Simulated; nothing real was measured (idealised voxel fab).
Title: Process Module voxel capacitor over wiring
Cross-section cut spans 250 nm and uses square cells 5 nm in size.
How to read a cross-section here: the picture is a grid of square cells, written as bands going from the top down, and any band can span one or more rows of cells.
What a band's entry tells you: where the top is and where the bottom is, as heights in nm, and after that what lies inside, material by material from left to right, each with its width in nm. Empty space is written as the word "empty", and a single material marked with the word "all across" occupies the band from edge to edge.
Heights are expressed relative to 0, this being the level below which the as-received wafer comprises one material exclusively. The lowest band is unbounded in the downward direction and is denoted as in "0 down".
The expression "30->40" gives the width at the extremes of the band, the first number at its top row of cells and the second at its bottom row, with the width changing by equal amounts from each row to the next in between.
What does "remained the same" mean for a step? It means no cell of the cross-section changed in that step.
What "Unvented voids" gives you is every empty space of 8 cells or more that is cut off from the top. Each appears as width x height at distance, with the distance taken from the left edge and width, height and distance all in nm.
Text after the settings on a step's line: the simulator's own remark on that step.
The setting "overlay nm" may be written on the line of a step. When the step uses a mask, the value reports how far to the right of the planned place the mask lay, and a negative value reports that it lay to the left.
Guide to the pairs. Each holds a before and an after cross-section around one process step; the after cross-section is cut off at the lowest band that changed. Look under the pair for the step between them and its settings. Pairs can come from different runs of this module on the same starting wafer, so a pair follows on from the one above it only where its entry headed "Structure before processing" says it does.

STRUCTURE BEFORE PROCESSING
  40 to 30: empty (65); aC (25); empty (65); aC (25); empty (70)
  30 to 25: empty (65); TiN (25); empty (65); TiN (25); empty (70)
  25 to 10: W all across
  10 to 0: SiO2 all across
  0 down: Si all across
  Unvented voids: none

RESULTANT CROSS-SECTION
  30 to 25: empty (65); TiN (25); empty (65); TiN (25); empty (70)
  All layers under 25 are left as they were.
  Unvented voids: none
Step that separates the before view from the after view above: STRIP | etch materials aC

Structure before processing: equal to the after panel directly above.

RESULTANT CROSS-SECTION
  35 to 30: empty (60); SiCN (35); empty (55); SiCN (35); empty (65)
  30 to 25: SiCN (65); TiN (25); SiCN (65); TiN (25); SiCN (70)
  All layers under 25 are left as they were.
  Unvented voids: none
Step that separates the before view from the after view above: CONFORMAL_DEP | material SiCN | thk nm 5

Structure before processing: equal to the after panel directly above.

RESULTANT CROSS-SECTION
  40 to 35: SiO2 all across
  35 to 30: SiO2 (60); SiCN (35); SiO2 (55); SiCN (35); SiO2 (65)
  All layers under 30 are left as they were.
  Unvented voids: none
Step that separates the before view from the after view above: FILL_DEP | material SiO2 | thk nm 5

Structure before processing: equal to the after panel directly above.

RESULTANT CROSS-SECTION
  30 to 25: SiCN (65); TiN (25); SiCN (65); TiN (25); SiCN (70)
  All layers under 25 are left as they were.
  Unvented voids: none
Step that separates the before view from the after view above: CMP | height nm 30

Structure before processing: equal to the after panel directly above.

RESULTANT CROSS-SECTION
  35 to 30: SiCN all across
  All layers under 30 are left as they were.
  Unvented voids: none
Step that separates the before view from the after view above: CONFORMAL_DEP | material SiCN | thk nm 5

Structure before processing: equal to the after panel directly above.

RESULTANT CROSS-SECTION
  50 to 35: SiO2 all across
  All layers under 35 are left as they were.
  Unvented voids: none
Step that separates the before view from the after view above: DIRECTIONAL_DEP | material SiO2 | thk nm 15

Structure before processing: equal to the after panel directly above.

RESULTANT CROSS-SECTION
  50 to 35: SiO2 (75); empty (15); SiO2 (160)
  All layers under 35 are left as they were.
  Unvented voids: none
Step that separates the before view from the after view above: MASKED_ETCH | tone open | mask id PLUG_1 | width nm 15 | etch materials SiO2 | depth nm 15 | overlay nm 0

Structure before processing: equal to the after panel directly above.

RESULTANT CROSS-SECTION
  50 to 35: SiO2 (75); empty (15); SiO2 (160)
  35 to 30: SiCN (75); empty (15); SiCN (160)
  All layers under 30 are left as they were.
  Unvented voids: none
Step that separates the before view from the after view above: MASKED_ETCH | tone open | mask id PLUG_1 | width nm 15 | etch materials SiCN | depth nm 5 | overlay nm 0

Structure before processing: equal to the after panel directly above.

RESULTANT CROSS-SECTION
  50 to 40: SiO2 (75); empty (15); SiO2 (160)
  40 to 35: SiO2 (75); Ru (15); SiO2 (160)
  35 to 30: SiCN (75); Ru (15); SiCN (160)
  All layers under 30 are left as they were.
  Unvented voids: none
Step that separates the before view from the after view above: EPI | material Ru | thk nm 10

Structure before processing: equal to the after panel directly above.

RESULTANT CROSS-SECTION
  50 to 35: SiO2 (75); Ru (15); SiO2 (160)
  All layers under 35 are left as they were.
  Unvented voids: none
Step that separates the before view from the after view above: EPI | material Ru | thk nm 10

Structure before processing: equal to the after panel directly above.

RESULTANT CROSS-SECTION
  60 to 50: TiN all across
  All layers under 50 are left as they were.
  Unvented voids: none
Step that separates the before view from the after view above: DIRECTIONAL_DEP | material TiN | thk nm 10

Structure before processing: equal to the after panel directly above.

RESULTANT CROSS-SECTION
  65 to 60: SiN all across
  All layers under 60 are left as they were.
  Unvented voids: none
Step that separates the before view from the after view above: DIRECTIONAL_DEP | material SiN | thk nm 5

Structure before processing: equal to the after panel directly above.

RESULTANT CROSS-SECTION
  75 to 65: TiN all across
  All layers under 65 are left as they were.
  Unvented voids: none
Step that separates the before view from the after view above: DIRECTIONAL_DEP | material TiN | thk nm 10

Structure before processing: equal to the after panel directly above.

RESULTANT CROSS-SECTION
  75 to 65: empty (75); TiN (70); empty (105)
  All layers under 65 are left as they were.
  Unvented voids: none
Step that separates the before view from the after view above: MASKED_ETCH | tone cover | mask id UPPER_PLATE | width nm 70 | etch materials TiN | depth nm 10 | overlay nm 0

Structure before processing: equal to the after panel directly above.

RESULTANT CROSS-SECTION
  75 to 65: empty (75); TiN (70); empty (105)
  65 to 60: empty (75); SiN (70); empty (105)
  All layers under 60 are left as they were.
  Unvented voids: none
Step that separates the before view from the after view above: MASKED_ETCH | tone cover | mask id UPPER_PLATE | width nm 70 | etch materials SiN | depth nm 5 | overlay nm 0

Structure before processing: equal to the after panel directly above.

RESULTANT CROSS-SECTION
  95 to 75: empty (70); resist (80); empty (100)
  75 to 65: empty (70); resist (5); TiN (70); resist (5); empty (100)
  65 to 60: empty (70); resist (5); SiN (70); resist (5); empty (100)
  All layers under 60 are left as they were.
  Unvented voids: none
Step that separates the before view from the after view above: PATTERN | tone cover | mask id LOWER_PLATE | material resist | width nm 80 | thk nm 20 | overlay nm 0

Structure before processing: equal to the after panel directly above.

RESULTANT CROSS-SECTION
  95 to 75: empty (70); resist (80); empty (100)
  75 to 65: empty (70); resist (5); TiN (70); resist (5); empty (100)
  65 to 60: empty (70); resist (5); SiN (70); resist (5); empty (100)
  60 to 50: empty (70); TiN (80); empty (100)
  All layers under 50 are left as they were.
  Unvented voids: none
Step that separates the before view from the after view above: DIRECTIONAL_ETCH | etch materials TiN | depth nm 10

Structure before processing: equal to the after panel directly above.

RESULTANT CROSS-SECTION
  75 to 65: empty (75); TiN (70); empty (105)
  65 to 60: empty (75); SiN (70); empty (105)
  All layers under 60 are left as they were.
  Unvented voids: none
Step that separates the before view from the after view above: STRIP | etch materials resist

Structure before processing: equal to the after panel directly above.

RESULTANT CROSS-SECTION
  95 to 75: SiO2 all across
  75 to 65: SiO2 (75); TiN (70); SiO2 (105)
  65 to 60: SiO2 (75); SiN (70); SiO2 (105)
  60 to 50: SiO2 (70); TiN (80); SiO2 (100)
  All layers under 50 are left as they were.
  Unvented voids: none
Step that separates the before view from the after view above: FILL_DEP | material SiO2 | thk nm 20

Structure before processing: equal to the after panel directly above.

RESULTANT CROSS-SECTION
  90 to 75: SiO2 all across
  All layers under 75 are left as they were.
  Unvented voids: none
Step that separates the before view from the after view above: CMP | height nm 90

Structure before processing: equal to the after panel directly above.

RESULTANT CROSS-SECTION
  105 to 90: aC all across
  All layers under 90 are left as they were.
  Unvented voids: none
Step that separates the before view from the after view above: DIRECTIONAL_DEP | material aC | thk nm 15

Structure before processing: equal to the after panel directly above.

RESULTANT CROSS-SECTION
  135 to 105: resist (85); empty (15); resist (150)
  All layers under 105 are left as they were.
  Unvented voids: none
Step that separates the before view from the after view above: PATTERN | tone open | mask id PLUG_2 | material resist | width nm 15 | thk nm 30 | overlay nm 0

Structure before processing: equal to the after panel directly above.

RESULTANT CROSS-SECTION
  120 to 105: resist (85); empty (15); resist (150)
  105 to 90: aC (85); empty (15); aC (150)
  All layers under 90 are left as they were.
  Unvented voids: none
Step that separates the before view from the after view above: DIRECTIONAL_ETCH | etch materials aC | depth nm 15

Structure before processing: equal to the after panel directly above.

RESULTANT CROSS-SECTION
  105 to 90: aC (85); empty (15); aC (150)
  All layers under 90 are left as they were.
  Unvented voids: none
Step that separates the before view from the after view above: STRIP | etch materials resist

Structure before processing: equal to the after panel directly above.

RESULTANT CROSS-SECTION
  105 to 90: aC (85); empty (15); aC (150)
  90 to 75: SiO2 (85); empty (15); SiO2 (150)
  All layers under 75 are left as they were.
  Unvented voids: none
Step that separates the before view from the after view above: DIRECTIONAL_ETCH | etch materials SiO2 | depth nm 15

Structure before processing: equal to the after panel directly above.

RESULTANT CROSS-SECTION
  90 to 75: SiO2 (85); empty (15); SiO2 (150)
  All layers under 75 are left as they were.
  Unvented voids: none
Step that separates the before view from the after view above: STRIP | etch materials aC

Structure before processing: equal to the after panel directly above.

RESULTANT CROSS-SECTION
  95 to 90: TiN (90); empty (5); TiN (155)
  90 to 80: SiO2 (85); TiN (5); empty (5); TiN (5); SiO2 (150)
  80 to 75: SiO2 (85); TiN (15); SiO2 (150)
  All layers under 75 are left as they were.
  Unvented voids: none
Step that separates the before view from the after view above: CONFORMAL_DEP | material TiN | thk nm 5

Structure before processing: equal to the after panel directly above.

RESULTANT CROSS-SECTION
  100 to 95: Ru all across
  95 to 90: TiN (90); Ru (5); TiN (155)
  90 to 80: SiO2 (85); TiN (5); Ru (5); TiN (5); SiO2 (150)
  All layers under 80 are left as they were.
  Unvented voids: none
Step that separates the before view from the after view above: FILL_DEP | material Ru | thk nm 5

Structure before processing: equal to the after panel directly above.

RESULTANT CROSS-SECTION
  90 to 80: SiO2 (85); TiN (5); Ru (5); TiN (5); SiO2 (150)
  All layers under 80 are left as they were.
  Unvented voids: none
Step that separates the before view from the after view above: CMP | height nm 90

Structure before processing: equal to the after panel directly above.

RESULTANT CROSS-SECTION
  95 to 90: SiCN all across
  All layers under 90 are left as they were.
  Unvented voids: none
Step that separates the before view from the after view above: CONFORMAL_DEP | material SiCN | thk nm 5

STRUCTURE BEFORE PROCESSING
  15 to 10: TiN all across
  10 to 0: SiO2 all across
  0 down: Si all across
  Unvented voids: none

RESULTANT CROSS-SECTION
  20 to 15: W all across
  All layers under 15 are left as they were.
  Unvented voids: none
Step that separates the before view from the after view above: DIRECTIONAL_DEP | material W | thk nm 5

Structure before processing: equal to the after panel directly above.

RESULTANT CROSS-SECTION
  30 to 20: aC all across
  All layers under 20 are left as they were.
  Unvented voids: none
Step that separates the before view from the after view above: DIRECTIONAL_DEP | material aC | thk nm 10

Structure before processing: equal to the after panel directly above.

RESULTANT CROSS-SECTION
  55 to 30: empty (65); resist (25); empty (65); resist (25); empty (70)
  All layers under 30 are left as they were.
  Unvented voids: none
Step that separates the before view from the after view above: PATTERN | tone cover | mask id METAL_1 | material resist | width nm 25 | pitch nm 90 | thk nm 25 | overlay nm 0

Structure before processing: equal to the after panel directly above.

RESULTANT CROSS-SECTION
  45 to 30: empty (65); resist (25); empty (65); resist (25); empty (70)
  30 to 20: empty (65); aC (25); empty (65); aC (25); empty (70)
  All layers under 20 are left as they were.
  Unvented voids: none
Step that separates the before view from the after view above: DIRECTIONAL_ETCH | etch materials aC | depth nm 10

Structure before processing: equal to the after panel directly above.

RESULTANT CROSS-SECTION
  30 to 20: empty (65); aC (25); empty (65); aC (25); empty (70)
  All layers under 20 are left as they were.
  Unvented voids: none
Step that separates the before view from the after view above: STRIP | etch materials resist

Structure before processing: equal to the after panel directly above.

RESULTANT CROSS-SECTION
  30 to 20: empty (65); aC (25); empty (65); aC (25); empty (70)
  20 to 15: empty (65); W (25); empty (65); W (25); empty (70)
  All layers under 15 are left as they were.
  Unvented voids: none
Step that separates the before view from the after view above: DIRECTIONAL_ETCH | etch materials W | depth nm 15

Structure before processing: equal to the after panel directly above.

RESULTANT CROSS-SECTION
  30 to 20: empty (65); aC (25); empty (65); aC (25); empty (70)
  20 to 15: empty (65); W (25); empty (65); W (25); empty (70)
  15 to 10: empty (65); TiN (25); empty (65); TiN (25); empty (70)
  All layers under 10 are left as they were.
  Unvented voids: none
Step that separates the before view from the after view above: DIRECTIONAL_ETCH | etch materials TiN | depth nm 5

Structure before processing: equal to the after panel directly above.

RESULTANT CROSS-SECTION
  20 to 15: empty (65); W (25); empty (65); W (25); empty (70)
  All layers under 15 are left as they were.
  Unvented voids: none
Step that separates the before view from the after view above: STRIP | etch materials aC

Structure before processing: equal to the after panel directly above.

RESULTANT CROSS-SECTION
  25 to 20: empty (60); SiCN (35); empty (55); SiCN (35); empty (65)
  20 to 15: empty (60); SiCN (5); W (25); SiCN (5); empty (55); SiCN (5); W (25); SiCN (5); empty (65)
  15 to 10: SiCN (65); TiN (25); SiCN (65); TiN (25); SiCN (70)
  All layers under 10 are left as they were.
  Unvented voids: none
Step that separates the before view from the after view above: CONFORMAL_DEP | material SiCN | thk nm 5

Structure before processing: equal to the after panel directly above.

RESULTANT CROSS-SECTION
  30 to 25: SiO2 all across
  25 to 20: SiO2 (60); SiCN (35); SiO2 (55); SiCN (35); SiO2 (65)
  20 to 15: SiO2 (60); SiCN (5); W (25); SiCN (5); SiO2 (55); SiCN (5); W (25); SiCN (5); SiO2 (65)
  All layers under 15 are left as they were.
  Unvented voids: none
Step that separates the before view from the after view above: FILL_DEP | material SiO2 | thk nm 5

Structure before processing: equal to the after panel directly above.

RESULTANT CROSS-SECTION
  35 to 30: SiCN all across
  All layers under 30 are left as they were.
  Unvented voids: none
Step that separates the before view from the after view above: CONFORMAL_DEP | material SiCN | thk nm 5

Structure before processing: equal to the after panel directly above.

RESULTANT CROSS-SECTION
  50 to 35: SiO2 all across
  All layers under 35 are left as they were.
  Unvented voids: none
Step that separates the before view from the after view above: DIRECTIONAL_DEP | material SiO2 | thk nm 15

Structure before processing: equal to the after panel directly above.

RESULTANT CROSS-SECTION
  50 to 35: SiO2 (75); empty (15); SiO2 (160)
  All layers under 35 are left as they were.
  Unvented voids: none
Step that separates the before view from the after view above: MASKED_ETCH | tone open | mask id PLUG_1 | width nm 15 | etch materials SiO2 | depth nm 15 | overlay nm 0

Structure before processing: equal to the after panel directly above.

RESULTANT CROSS-SECTION
  50 to 35: SiO2 (75); empty (15); SiO2 (160)
  35 to 30: SiCN (75); empty (15); SiCN (160)
  All layers under 30 are left as they were.
  Unvented voids: none
Step that separates the before view from the after view above: MASKED_ETCH | tone open | mask id PLUG_1 | width nm 15 | etch materials SiCN | depth nm 5 | overlay nm 0

Structure before processing: equal to the after panel directly above.

RESULTANT CROSS-SECTION
  60 to 50: TiN (75); empty (15); TiN (160)
  50 to 40: SiO2 (75); empty (15); SiO2 (160)
  40 to 35: SiO2 (75); TiN (15); SiO2 (160)
  35 to 30: SiCN (75); TiN (15); SiCN (160)
  All layers under 30 are left as they were.
  Unvented voids: none
Step that separates the before view from the after view above: DIRECTIONAL_DEP | material TiN | thk nm 10

Structure before processing: equal to the after panel directly above.

RESULTANT CROSS-SECTION
  65 to 60: SiN (75); empty (15); SiN (160)
  60 to 50: TiN (75); empty (15); TiN (160)
  50 to 45: SiO2 (75); empty (15); SiO2 (160)
  45 to 40: SiO2 (75); SiN (15); SiO2 (160)
  All layers under 40 are left as they were.
  Unvented voids: none
Step that separates the before view from the after view above: DIRECTIONAL_DEP | material SiN | thk nm 5

Structure before processing: equal to the after panel directly above.

RESULTANT CROSS-SECTION
  75 to 65: TiN (75); empty (15); TiN (160)
  65 to 60: SiN (75); empty (15); SiN (160)
  60 to 55: TiN (75); empty (15); TiN (160)
  55 to 50: TiN all across
  50 to 45: SiO2 (75); TiN (15); SiO2 (160)
  All layers under 45 are left as they were.
  Unvented voids: none
Step that separates the before view from the after view above: DIRECTIONAL_DEP | material TiN | thk nm 10

Structure before processing: equal to the after panel directly above.

RESULTANT CROSS-SECTION
  75 to 65: empty (90); TiN (55); empty (105)
  All layers under 65 are left as they were.
  Unvented voids: none
Step that separates the before view from the after view above: MASKED_ETCH | tone cover | mask id UPPER_PLATE | width nm 70 | etch materials TiN | depth nm 10 | overlay nm 0

Structure before processing: equal to the after panel directly above.

RESULTANT CROSS-SECTION
  75 to 65: empty (90); TiN (55); empty (105)
  65 to 60: empty (90); SiN (55); empty (105)
  All layers under 60 are left as they were.
  Unvented voids: none
Step that separates the before view from the after view above: MASKED_ETCH | tone cover | mask id UPPER_PLATE | width nm 70 | etch materials SiN | depth nm 5 | overlay nm 0

Structure before processing: equal to the after panel directly above.

RESULTANT CROSS-SECTION
  95 to 75: empty (70); resist (80); empty (100)
  75 to 65: empty (70); resist (20); TiN (55); resist (5); empty (100)
  65 to 60: empty (70); resist (20); SiN (55); resist (5); empty (100)
  60 to 55: TiN (75); resist (15); TiN (160)
  All layers under 55 are left as they were.
  Unvented voids: none
Step that separates the before view from the after view above: PATTERN | tone cover | mask id LOWER_PLATE | material resist | width nm 80 | thk nm 20 | overlay nm 0

Structure before processing: equal to the after panel directly above.

RESULTANT CROSS-SECTION
  95 to 75: empty (70); resist (80); empty (100)
  75 to 65: empty (70); resist (20); TiN (55); resist (5); empty (100)
  65 to 60: empty (70); resist (20); SiN (55); resist (5); empty (100)
  60 to 55: empty (70); TiN (5); resist (15); TiN (60); empty (100)
  55 to 50: empty (70); TiN (80); empty (100)
  All layers under 50 are left as they were.
  Unvented voids: none
Step that separates the before view from the after view above: DIRECTIONAL_ETCH | etch materials TiN | depth nm 10

Structure before processing: equal to the after panel directly above.

RESULTANT CROSS-SECTION
  75 to 65: empty (90); TiN (55); empty (105)
  65 to 60: empty (90); SiN (55); empty (105)
  60 to 55: empty (70); TiN (5); empty (15); TiN (60); empty (100)
  All layers under 55 are left as they were.
  Unvented voids: none
Step that separates the before view from the after view above: STRIP | etch materials resist

Structure before processing: equal to the after panel directly above.

RESULTANT CROSS-SECTION
  95 to 75: SiO2 all across
  75 to 65: SiO2 (90); TiN (55); SiO2 (105)
  65 to 60: SiO2 (90); SiN (55); SiO2 (105)
  60 to 55: SiO2 (70); TiN (5); SiO2 (15); TiN (60); SiO2 (100)
  55 to 45: SiO2 (70->75); TiN (80->15); SiO2 (100->160)
  All layers under 45 are left as they were.
  Unvented voids: none
Step that separates the before view from the after view above: FILL_DEP | material SiO2 | thk nm 20

Structure before processing: equal to the after panel directly above.

RESULTANT CROSS-SECTION
  90 to 75: SiO2 all across
  All layers under 75 are left as they were.
  Unvented voids: none
Step that separates the before view from the after view above: CMP | height nm 90

Structure before processing: equal to the after panel directly above.

RESULTANT CROSS-SECTION
  105 to 90: aC all across
  All layers under 90 are left as they were.
  Unvented voids: none
Step that separates the before view from the after view above: DIRECTIONAL_DEP | material aC | thk nm 15

Structure before processing: equal to the after panel directly above.

RESULTANT CROSS-SECTION
  135 to 105: resist (85); empty (15); resist (150)
  All layers under 105 are left as they were.
  Unvented voids: none
Step that separates the before view from the after view above: PATTERN | tone open | mask id PLUG_2 | material resist | width nm 15 | thk nm 30 | overlay nm 0

Structure before processing: equal to the after panel directly above.

RESULTANT CROSS-SECTION
  120 to 105: resist (85); empty (15); resist (150)
  105 to 90: aC (85); empty (15); aC (150)
  All layers under 90 are left as they were.
  Unvented voids: none
Step that separates the before view from the after view above: DIRECTIONAL_ETCH | etch materials aC | depth nm 15

Structure before processing: equal to the after panel directly above.

RESULTANT CROSS-SECTION
  105 to 90: aC (85); empty (15); aC (150)
  All layers under 90 are left as they were.
  Unvented voids: none
Step that separates the before view from the after view above: STRIP | etch materials resist

Structure before processing: equal to the after panel directly above.

RESULTANT CROSS-SECTION
  105 to 90: aC (85); empty (15); aC (150)
  90 to 75: SiO2 (85); empty (15); SiO2 (150)
  All layers under 75 are left as they were.
  Unvented voids: none
Step that separates the before view from the after view above: DIRECTIONAL_ETCH | etch materials SiO2 | depth nm 15

Structure before processing: equal to the after panel directly above.

RESULTANT CROSS-SECTION
  90 to 75: SiO2 (85); empty (15); SiO2 (150)
  All layers under 75 are left as they were.
  Unvented voids: none
Step that separates the before view from the after view above: STRIP | etch materials aC

Structure before processing: equal to the after panel directly above.

RESULTANT CROSS-SECTION
  95 to 90: TiN (90); empty (5); TiN (155)
  90 to 80: SiO2 (85); TiN (5); empty (5); TiN (5); SiO2 (150)
  80 to 75: SiO2 (85); TiN (15); SiO2 (150)
  All layers under 75 are left as they were.
  Unvented voids: none
Step that separates the before view from the after view above: CONFORMAL_DEP | material TiN | thk nm 5

Structure before processing: equal to the after panel directly above.

RESULTANT CROSS-SECTION
  100 to 95: Ru all across
  95 to 90: TiN (90); Ru (5); TiN (155)
  90 to 80: SiO2 (85); TiN (5); Ru (5); TiN (5); SiO2 (150)
  All layers under 80 are left as they were.
  Unvented voids: none
Step that separates the before view from the after view above: FILL_DEP | material Ru | thk nm 5

Structure before processing: equal to the after panel directly above.

RESULTANT CROSS-SECTION
  90 to 80: SiO2 (85); TiN (5); Ru (5); TiN (5); SiO2 (150)
  All layers under 80 are left as they were.
  Unvented voids: none
Step that separates the before view from the after view above: CMP | height nm 90

Structure before processing: equal to the after panel directly above.

RESULTANT CROSS-SECTION
  95 to 90: SiCN all across
  All layers under 90 are left as they were.
  Unvented voids: none
Step that separates the before view from the after view above: CONFORMAL_DEP | material SiCN | thk nm 5

STRUCTURE BEFORE PROCESSING
  75 to 65: empty (75); TiN (70); empty (105)
  65 to 60: empty (75); SiN (70); empty (105)
  60 to 50: TiN all across
  50 to 35: SiO2 (75); Ru (15); SiO2 (160)
  35 to 30: SiCN (75); Ru (15); SiCN (160)
  30 to 15: SiO2 (60); SiCN (5); W (25); SiCN (5); SiO2 (55); SiCN (5); W (25); SiCN (5); SiO2 (65)
  15 to 10: SiCN (65); TiN (25); SiCN (65); TiN (25); SiCN (70)
  10 to 0: SiO2 all across
  0 down: Si all across
  Unvented voids: none

RESULTANT CROSS-SECTION
  95 to 75: empty (65); resist (90); empty (95)
  75 to 65: empty (65); resist (10); TiN (70); resist (10); empty (95)
  65 to 60: empty (65); resist (10); SiN (70); resist (10); empty (95)
  All layers under 60 are left as they were.
  Unvented voids: none
Step that separates the before view from the after view above: PATTERN | tone cover | mask id LOWER_PLATE | material resist | width nm 90 | thk nm 20 | overlay nm 0

Structure before processing: equal to the after panel directly above.

RESULTANT CROSS-SECTION
  95 to 75: empty (65); resist (90); empty (95)
  75 to 65: empty (65); resist (10); TiN (70); resist (10); empty (95)
  65 to 60: empty (65); resist (10); SiN (70); resist (10); empty (95)
  60 to 50: empty (65); TiN (90); empty (95)
  All layers under 50 are left as they were.
  Unvented voids: none
Step that separates the before view from the after view above: DIRECTIONAL_ETCH | etch materials TiN | depth nm 10

Structure before processing: equal to the after panel directly above.

RESULTANT CROSS-SECTION
  75 to 65: empty (75); TiN (70); empty (105)
  65 to 60: empty (75); SiN (70); empty (105)
  All layers under 60 are left as they were.
  Unvented voids: none
Step that separates the before view from the after view above: STRIP | etch materials resist

Structure before processing: equal to the after panel directly above.

RESULTANT CROSS-SECTION
  95 to 75: SiO2 all across
  75 to 65: SiO2 (75); TiN (70); SiO2 (105)
  65 to 60: SiO2 (75); SiN (70); SiO2 (105)
  60 to 50: SiO2 (65); TiN (90); SiO2 (95)
  All layers under 50 are left as they were.
  Unvented voids: none
Step that separates the before view from the after view above: FILL_DEP | material SiO2 | thk nm 20

Structure before processing: equal to the after panel directly above.

RESULTANT CROSS-SECTION
  90 to 75: SiO2 all across
  All layers under 75 are left as they were.
  Unvented voids: none
Step that separates the before view from the after view above: CMP | height nm 90

Structure before processing: equal to the after panel directly above.

RESULTANT CROSS-SECTION
  105 to 90: aC all across
  All layers under 90 are left as they were.
  Unvented voids: none
Step that separates the before view from the after view above: DIRECTIONAL_DEP | material aC | thk nm 15

Structure before processing: equal to the after panel directly above.

RESULTANT CROSS-SECTION
  135 to 105: resist (85); empty (15); resist (150)
  All layers under 105 are left as they were.
  Unvented voids: none
Step that separates the before view from the after view above: PATTERN | tone open | mask id PLUG_2 | material resist | width nm 15 | thk nm 30 | overlay nm 0

Structure before processing: equal to the after panel directly above.

RESULTANT CROSS-SECTION
  120 to 105: resist (85); empty (15); resist (150)
  105 to 90: aC (85); empty (15); aC (150)
  All layers under 90 are left as they were.
  Unvented voids: none
Step that separates the before view from the after view above: DIRECTIONAL_ETCH | etch materials aC | depth nm 15

Structure before processing: equal to the after panel directly above.

RESULTANT CROSS-SECTION
  105 to 90: aC (85); empty (15); aC (150)
  All layers under 90 are left as they were.
  Unvented voids: none
Step that separates the before view from the after view above: STRIP | etch materials resist

Structure before processing: equal to the after panel directly above.

RESULTANT CROSS-SECTION
  105 to 90: aC (85); empty (15); aC (150)
  90 to 75: SiO2 (85); empty (15); SiO2 (150)
  All layers under 75 are left as they were.
  Unvented voids: none
Step that separates the before view from the after view above: DIRECTIONAL_ETCH | etch materials SiO2 | depth nm 15

Structure before processing: equal to the after panel directly above.

RESULTANT CROSS-SECTION
  90 to 75: SiO2 (85); empty (15); SiO2 (150)
  All layers under 75 are left as they were.
  Unvented voids: none
Step that separates the before view from the after view above: STRIP | etch materials aC

Structure before processing: equal to the after panel directly above.

RESULTANT CROSS-SECTION
  95 to 90: TiN (90); empty (5); TiN (155)
  90 to 80: SiO2 (85); TiN (5); empty (5); TiN (5); SiO2 (150)
  80 to 75: SiO2 (85); TiN (15); SiO2 (150)
  All layers under 75 are left as they were.
  Unvented voids: none
Step that separates the before view from the after view above: CONFORMAL_DEP | material TiN | thk nm 5

Structure before processing: equal to the after panel directly above.

RESULTANT CROSS-SECTION
  100 to 95: Ru all across
  95 to 90: TiN (90); Ru (5); TiN (155)
  90 to 80: SiO2 (85); TiN (5); Ru (5); TiN (5); SiO2 (150)
  All layers under 80 are left as they were.
  Unvented voids: none
Step that separates the before view from the after view above: FILL_DEP | material Ru | thk nm 5

Structure before processing: equal to the after panel directly above.

RESULTANT CROSS-SECTION
  90 to 80: SiO2 (85); TiN (5); Ru (5); TiN (5); SiO2 (150)
  All layers under 80 are left as they were.
  Unvented voids: none
Step that separates the before view from the after view above: CMP | height nm 90

Structure before processing: equal to the after panel directly above.

RESULTANT CROSS-SECTION
  95 to 90: SiCN all across
  All layers under 90 are left as they were.
  Unvented voids: none
Step that separates the before view from the after view above: CONFORMAL_DEP | material SiCN | thk nm 5

STRUCTURE BEFORE PROCESSING
  50 to 35: SiO2 all across
  35 to 30: SiCN all across
  30 to 15: SiO2 (60); SiCN (5); W (25); SiCN (5); SiO2 (55); SiCN (5); W (25); SiCN (5); SiO2 (65)
  15 to 10: SiCN (65); TiN (25); SiCN (65); TiN (25); SiCN (70)
  10 to 0: SiO2 all across
  0 down: Si all across
  Unvented voids: none

RESULTANT CROSS-SECTION
  50 to 35: SiO2 (65); empty (15); SiO2 (170)
  All layers under 35 are left as they were.
  Unvented voids: none
Step that separates the before view from the after view above: MASKED_ETCH | tone open | mask id PLUG_1 | width nm 15 | etch materials SiO2 | depth nm 15 | overlay nm -10

Structure before processing: equal to the after panel directly above.

RESULTANT CROSS-SECTION
  50 to 35: SiO2 (65); empty (15); SiO2 (170)
  35 to 30: SiCN (75); empty (5); SiCN (170)
  All layers under 30 are left as they were.
  Unvented voids: none
Step that separates the before view from the after view above: MASKED_ETCH | tone open | mask id PLUG_1 | width nm 15 | etch materials SiCN | depth nm 5 | overlay nm 0

Structure before processing: equal to the after panel directly above.

RESULTANT CROSS-SECTION
  50 to 40: SiO2 (65); empty (15); SiO2 (170)
  40 to 35: SiO2 (65); empty (5); Ru (10); SiO2 (170)
  35 to 30: SiCN (75); Ru (5); SiCN (170)
  All layers under 30 are left as they were.
  Unvented voids: none
Step that separates the before view from the after view above: EPI | material Ru | thk nm 10

Structure before processing: equal to the after panel directly above.

RESULTANT CROSS-SECTION
  50 to 35: SiO2 (65); Ru (15); SiO2 (170)
  All layers under 35 are left as they were.
  Unvented voids: none
Step that separates the before view from the after view above: EPI | material Ru | thk nm 10

Structure before processing: equal to the after panel directly above.

RESULTANT CROSS-SECTION
  60 to 50: TiN all across
  All layers under 50 are left as they were.
  Unvented voids: none
Step that separates the before view from the after view above: DIRECTIONAL_DEP | material TiN | thk nm 10

Structure before processing: equal to the after panel directly above.

RESULTANT CROSS-SECTION
  65 to 60: SiN all across
  All layers under 60 are left as they were.
  Unvented voids: none
Step that separates the before view from the after view above: DIRECTIONAL_DEP | material SiN | thk nm 5

Structure before processing: equal to the after panel directly above.

RESULTANT CROSS-SECTION
  75 to 65: TiN all across
  All layers under 65 are left as they were.
  Unvented voids: none
Step that separates the before view from the after view above: DIRECTIONAL_DEP | material TiN | thk nm 10

Structure before processing: equal to the after panel directly above.

RESULTANT CROSS-SECTION
  75 to 65: empty (75); TiN (70); empty (105)
  All layers under 65 are left as they were.
  Unvented voids: none
Step that separates the before view from the after view above: MASKED_ETCH | tone cover | mask id UPPER_PLATE | width nm 70 | etch materials TiN | depth nm 10 | overlay nm 0

Structure before processing: equal to the after panel directly above.

RESULTANT CROSS-SECTION
  75 to 65: empty (75); TiN (70); empty (105)
  65 to 60: empty (75); SiN (70); empty (105)
  All layers under 60 are left as they were.
  Unvented voids: none
Step that separates the before view from the after view above: MASKED_ETCH | tone cover | mask id UPPER_PLATE | width nm 70 | etch materials SiN | depth nm 5 | overlay nm 0

Structure before processing: equal to the after panel directly above.

RESULTANT CROSS-SECTION
  95 to 75: empty (70); resist (80); empty (100)
  75 to 65: empty (70); resist (5); TiN (70); resist (5); empty (100)
  65 to 60: empty (70); resist (5); SiN (70); resist (5); empty (100)
  All layers under 60 are left as they were.
  Unvented voids: none
Step that separates the before view from the after view above: PATTERN | tone cover | mask id LOWER_PLATE | material resist | width nm 80 | thk nm 20 | overlay nm 0
